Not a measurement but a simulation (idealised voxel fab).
process module | voxel fin reveal
cross-section cut | 160 nm wide | cells 5 nm
A cross-section is a grid of square cells, given in bands from the top down. A band is one or more rows of cells.
Each band's line starts with the height of the band's top and of its bottom, in nm. Then come its materials from left to right, each with its width in nm. One material with "throughout" fills the band from edge to edge. "air" is empty space.
Height 0 is the level under which the wafer as received is all one material. The lowest band goes on downwards, as in "0 down".
A width such as "30 to 40" changes by the same amount from each row of cells to the next, from the band's top row to its bottom row.
"no change" after a step means that no cell of the cross-section changed.
closed voids: empty space of 8 cells or more with no open way to the top, each as width x height at its distance from the left edge, in nm
after a step's settings: what the simulator itself notes on the step
overlay nm, on a step with a mask: how far to the right of its planned place the mask lay; to the left if negative
plan
1 op RECEIVE | material Si
2 op CONFORMAL_DEP | material SiN | thk nm 5
3 op DIRECTIONAL_DEP | material aC | thk nm 15
4 op PATTERN | tone cover | mask id FINS | material resist | width nm 15 | pitch nm 35 | thk nm 35 | overlay nm 0
5 op DIRECTIONAL_ETCH | etch materials aC | depth nm 15
6 op STRIP | etch materials resist
7 op DIRECTIONAL_ETCH | etch materials SiN | depth nm 5
8 op DIRECTIONAL_ETCH | etch materials Si | depth nm 30
9 op STRIP | etch materials aC
10 op OXIDIZE | depth nm 5
11 op FILL_DEP | material SiO2 | thk nm 10
12 op CMP | height nm -5
13 op SELECTIVE_ETCH | etch materials SiO2 | depth nm 15
14 op STRIP | etch materials SiN
15 op CONFORMAL_DEP | material SiO2 | thk nm 5
varied across the wafers: height nm of step 12. The plan shows the first wafer's value. All wafers start alike
first wafer as received, after step 1
  0 down: Si throughout
  closed voids: none
each wafer at the end: cells of each material gained (+) or lost (-) since it was received, then its closed voids
height nm -5 | -200 Si | +140 SiO2 | closed voids: none
height nm 0 | -196 Si | +168 SiO2 | closed voids: none
height nm 5 | -196 Si | +188 SiO2 | closed voids: none
height nm 10 | -196 Si | +208 SiO2 | closed voids: none
height nm 15 | -196 Si | +228 SiO2 | closed voids: none
